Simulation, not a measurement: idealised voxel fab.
The process module presented herein is designated voxel ribs on slabs.
FYI the section here is cut, 295 nm wide, cells are 5 nm squares.
Think of the cross-section as a grid of square cells. We describe it in bands, top to bottom, and each band covers one or more rows of those cells.
The band entry comprises the height of the band's top followed by the height of its bottom, expressed in nm, and subsequently the band's materials from left to right, each stated together with its width in nm. Where a single material is marked with the word "everywhere", that material fills the band from edge to edge. The word "empty" represents empty space.
The reference from which all heights are counted is 0, the level beneath which the as-received wafer is entirely one material; the lowest band, having no lower bound, proceeds downward and is written after the example "0 and below".
It should be noted that a width expressed as "30..40" varies in equal increments from row to row of cells within the band, taking the value of the first number at the top row and that of the second number at the bottom row.
It should be understood that the words "nothing was modified", when stated for a given step, signify that the cross-section underwent no change in any of its cells during that step.
Empty spaces without an open route to the top, at least 8 cells in extent, make up the entry "Enclosed voids"; each is given as width x height at distance, where the distance is measured from the left edge, and all are in nm.
On each step's line, the part that comes after the settings is the simulator's own comment on the step.
overlay nm: step with mask; distance mask lay right of planned place; negative value = left of planned place.
The planned process steps are enumerated hereunder:
1 op RECEIVE | material Si
2 op DIRECTIONAL_DEP | material SiO2 | thk nm 30
3 op DIRECTIONAL_DEP | material SiN | thk nm 15
4 op DIRECTIONAL_DEP | material aC | thk nm 10
5 op PATTERN | tone cover | mask id RIB | material resist | width nm 20 | thk nm 25 | overlay nm 0
6 op DIRECTIONAL_ETCH | etch materials aC | depth nm 10
7 op STRIP | etch materials resist
8 op DIRECTIONAL_ETCH | etch materials SiN | depth nm 5
9 op STRIP | etch materials aC
10 op PATTERN | tone cover | mask id SLAB | material resist | width nm 70 | thk nm 15 | overlay nm 0
11 op DIRECTIONAL_ETCH | etch materials SiN | depth nm 10
12 op STRIP | etch materials resist
13 op FILL_DEP | material SiO2 | thk nm 20
14 op CMP | height nm 55
15 op DIRECTIONAL_DEP | material TiN | thk nm 5
16 op PATTERN | tone cover | mask id HEATER | material resist | width nm 30 | thk nm 15 | overlay nm 0
17 op DIRECTIONAL_ETCH | etch materials TiN | depth nm 5
18 op STRIP | etch materials resist
19 op CONFORMAL_DEP | material SiN | thk nm 10
Cross-section: wafer on arrival = after step 1:
> 0 and below: Si everywhere
> Enclosed voids: none
Cross-section, first of two wafers, end of module, run as planned:
> 70 down to 65: 120 of empty; 50 of SiN; 125 of empty
> 65 down to 60: SiN everywhere
> 60 down to 55: 130 of SiN; 30 of TiN; 135 of SiN
> 55 down to 45: SiO2 everywhere
> 45 down to 40: 135 of SiO2; 20 of SiN; 140 of SiO2
> 40 down to 30: 110 of SiO2; 70 of SiN; 115 of SiO2
> 30 down to 0: SiO2 everywhere
> 0 and below: Si everywhere
> Enclosed voids: none
Cross-sectional view of the second of two wafers upon completion of the module. This wafer shared its starting condition and process plan with the first; one error was made during its execution:
> 60 down to 55: 130 of empty; 30 of TiN; 135 of empty
> 55 down to 45: SiO2 everywhere
> 45 down to 40: 135 of SiO2; 20 of SiN; 140 of SiO2
> 40 down to 30: 110 of SiO2; 70 of SiN; 115 of SiO2
> 30 down to 0: SiO2 everywhere
> 0 and below: Si everywhere
> Enclosed voids: none
Where did the run depart from the plan? step 19 from the plan never happened, it was just skipped
Upon completion, the second wafer contains, in terms of cells, a greater or smaller amount of certain materials than the first wafer: -122 SiN
